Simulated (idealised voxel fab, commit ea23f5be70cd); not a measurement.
Name of the process module below: voxel gate over fins
Shown is cross-section cut, with a width of 190 nm and square cells of size 5 nm.
Bands, listed from the top down, are how a cross-section gets written in this document; the cross-section itself is a grid of square cells, and a band is one or more rows of them.
Top height, bottom height, nm. Materials left to right, width each, nm. Single material + "full width" = fills band edge to edge. "blank" = empty.
We count height from 0. Below that, the starting wafer is all one material. The lowest band never ends at the bottom but goes on down; see "from 0 down" for how that is written.
A two-number width, for instance "30->40", indicates that the width is equal to the first number in the top row of the band and to the second number in the bottom row, and that it changes by a constant amount per row of cells.
"all unchanged" after a step means that no cell of the cross-section changed.
You'll see "Enclosed cavities" listing empty spaces that have no way open to the top, as long as they're 8 cells or more; the notation is width x height at distance, where the distance is from the left edge, and all of it is in nm.
Post-settings text on a step line: simulator's own remark regarding the step.
overlay nm: on a step with a mask, how far right of its planned place the mask lay; negative means left.

**The planned process steps are enumerated hereunder**
1. RECEIVE (material Si)
2. CONFORMAL_DEP (material SiN; thk nm 5)
3. DIRECTIONAL_DEP (material aC; thk nm 15)
4. PATTERN (tone cover; mask id FINS; material resist; width nm 15; pitch nm 40; thk nm 30; overlay nm 0)
5. DIRECTIONAL_ETCH (etch materials aC; depth nm 15)
6. STRIP (etch materials resist)
7. DIRECTIONAL_ETCH (etch materials SiN; depth nm 5)
8. DIRECTIONAL_ETCH (etch materials Si; depth nm 35)
9. STRIP (etch materials aC)
10. FILL_DEP (material SiO2; thk nm 15)
11. CMP (height nm 5)
12. SELECTIVE_ETCH (etch materials SiO2; depth nm 15)
13. STRIP (etch materials SiN)
14. CONFORMAL_DEP (material HfO2; thk nm 5)
15. CONFORMAL_DEP (material TiN; thk nm 5)
16. FILL_DEP (material W; thk nm 15)
17. CMP (height nm 20)
18. CONFORMAL_DEP (material SiN; thk nm 10)

**First wafer, two in total, run as planned**

**Delivered wafer in cross-section: state after step 1**
	from 0 down  Si full width
	Enclosed cavities: none

**Sectional view: wafer, after step 2**
	from 5 to 0  SiN full width
	For the remainder of the cross-section, below 0, there is no change.

**Sectional view: wafer, after step 3**
	from 20 to 5  aC full width
	For the remainder of the cross-section, below 5, there is no change.

**Sectional view: wafer, after step 4**
	from 50 to 20  blank (65), then resist (15), then blank (25), then resist (15), then blank (70)
	For the remainder of the cross-section, below 20, there is no change.

**Sectional view: wafer, after step 5**
	from 35 to 20  blank (65), then resist (15), then blank (25), then resist (15), then blank (70)
	from 20 to 5  blank (65), then aC (15), then blank (25), then aC (15), then blank (70)
	For the remainder of the cross-section, below 5, there is no change.

**Sectional view: wafer, after step 6**
	from 20 to 5  blank (65), then aC (15), then blank (25), then aC (15), then blank (70)
	For the remainder of the cross-section, below 5, there is no change.

**Sectional view: wafer, after step 7**
	from 20 to 5  blank (65), then aC (15), then blank (25), then aC (15), then blank (70)
	from 5 to 0  blank (65), then SiN (15), then blank (25), then SiN (15), then blank (70)
	For the remainder of the cross-section, below 0, there is no change.

**Sectional view: wafer, after step 8**
	from 20 to 5  blank (65), then aC (15), then blank (25), then aC (15), then blank (70)
	from 5 to 0  blank (65), then SiN (15), then blank (25), then SiN (15), then blank (70)
	from 0 to -35  blank (65), then Si (15), then blank (25), then Si (15), then blank (70)
	For the remainder of the cross-section, below -35, there is no change.

**Sectional view: wafer, after step 9**
	from 5 to 0  blank (65), then SiN (15), then blank (25), then SiN (15), then blank (70)
	For the remainder of the cross-section, below 0, there is no change.

**Sectional view: wafer, after step 10**
	from 20 to 5  SiO2 full width
	from 5 to 0  SiO2 (65), then SiN (15), then SiO2 (25), then SiN (15), then SiO2 (70)
	from 0 to -35  SiO2 (65), then Si (15), then SiO2 (25), then Si (15), then SiO2 (70)
	For the remainder of the cross-section, below -35, there is no change.

**Sectional view: wafer, after step 11**
	from 5 to 0  SiO2 (65), then SiN (15), then SiO2 (25), then SiN (15), then SiO2 (70)
	For the remainder of the cross-section, below 0, there is no change.

**Sectional view: wafer, after step 12**
	from 5 to 0  blank (65), then SiN (15), then blank (25), then SiN (15), then blank (70)
	from 0 to -10  blank (65), then Si (15), then blank (25), then Si (15), then blank (70)
	For the remainder of the cross-section, below -10, there is no change.

**Sectional view: wafer, after step 13**
	from 0 to -10  blank (65), then Si (15), then blank (25), then Si (15), then blank (70)
	For the remainder of the cross-section, below -10, there is no change.

**Sectional view: wafer, after step 14**
	from 5 to 0  blank (60), then HfO2 (25), then blank (15), then HfO2 (25), then blank (65)
	from 0 to -5  blank (60), then HfO2 (5), then Si (15), then HfO2 (5), then blank (15), then HfO2 (5), then Si (15), then HfO2 (5), then blank (65)
	from -5 to -10  HfO2 (65), then Si (15), then HfO2 (25), then Si (15), then HfO2 (70)
	For the remainder of the cross-section, below -10, there is no change.

**Sectional view: wafer, after step 15**
	from 10 to 5  blank (55), then TiN (35), then blank (5), then TiN (35), then blank (60)
	from 5 to 0  blank (55), then TiN (5), then HfO2 (25), then TiN (5), then blank (5), then TiN (5), then HfO2 (25), then TiN (5), then blank (60)
	from 0 to -5  TiN (60), then HfO2 (5), then Si (15), then HfO2 (5), then TiN (15), then HfO2 (5), then Si (15), then HfO2 (5), then TiN (65)
	For the remainder of the cross-section, below -5, there is no change.

**Sectional view: wafer, after step 16**
	from 25 to 10  W full width
	from 10 to 5  W (55), then TiN (35), then W (5), then TiN (35), then W (60)
	from 5 to 0  W (55), then TiN (5), then HfO2 (25), then TiN (5), then W (5), then TiN (5), then HfO2 (25), then TiN (5), then W (60)
	For the remainder of the cross-section, below 0, there is no change.

**Sectional view: wafer, after step 17**
	from 20 to 10  W full width
	For the remainder of the cross-section, below 10, there is no change.

**Sectional view: wafer, after step 18**
	from 30 to 20  SiN full width
	For the remainder of the cross-section, below 20, there is no change.

**Second wafer - shared start and plan with the first - one error in running - same as the first up to step 13 inclusive**

**Second wafer at the planned finish of step 14, seen in cross-section**
	from 5 to 0  blank (60), then TiN (25), then blank (15), then TiN (25), then blank (65)
	from 0 to -5  blank (60), then TiN (5), then Si (15), then TiN (5), then blank (15), then TiN (5), then Si (15), then TiN (5), then blank (65)
	from -5 to -10  TiN (65), then Si (15), then TiN (25), then Si (15), then TiN (70)
	For the remainder of the cross-section, below -10, there is no change.

**Second wafer at the planned finish of step 15, seen in cross-section**
	from 10 to 5  blank (55), then HfO2 (35), then blank (5), then HfO2 (35), then blank (60)
	from 5 to 0  blank (55), then HfO2 (5), then TiN (25), then HfO2 (5), then blank (5), then HfO2 (5), then TiN (25), then HfO2 (5), then blank (60)
	from 0 to -5  HfO2 (60), then TiN (5), then Si (15), then TiN (5), then HfO2 (15), then TiN (5), then Si (15), then TiN (5), then HfO2 (65)
	For the remainder of the cross-section, below -5, there is no change.

**Second wafer at the planned finish of step 16, seen in cross-section**
	from 25 to 10  W full width
	from 10 to 5  W (55), then HfO2 (35), then W (5), then HfO2 (35), then W (60)
	from 5 to 0  W (55), then HfO2 (5), then TiN (25), then HfO2 (5), then W (5), then HfO2 (5), then TiN (25), then HfO2 (5), then W (60)
	For the remainder of the cross-section, below 0, there is no change.

**Second wafer at the planned finish of step 17, seen in cross-section**
	from 20 to 10  W full width
	For the remainder of the cross-section, below 10, there is no change.

**Second wafer at the planned finish of step 18, seen in cross-section**
	from 30 to 20  SiN full width
	For the remainder of the cross-section, below 20, there is no change.
So what did we get wrong on this run? sequence error: steps 14 and 15 interchanged
At the end, each material covers as many cells on the second wafer as it does on the first, though the cells it covers are elsewhere.
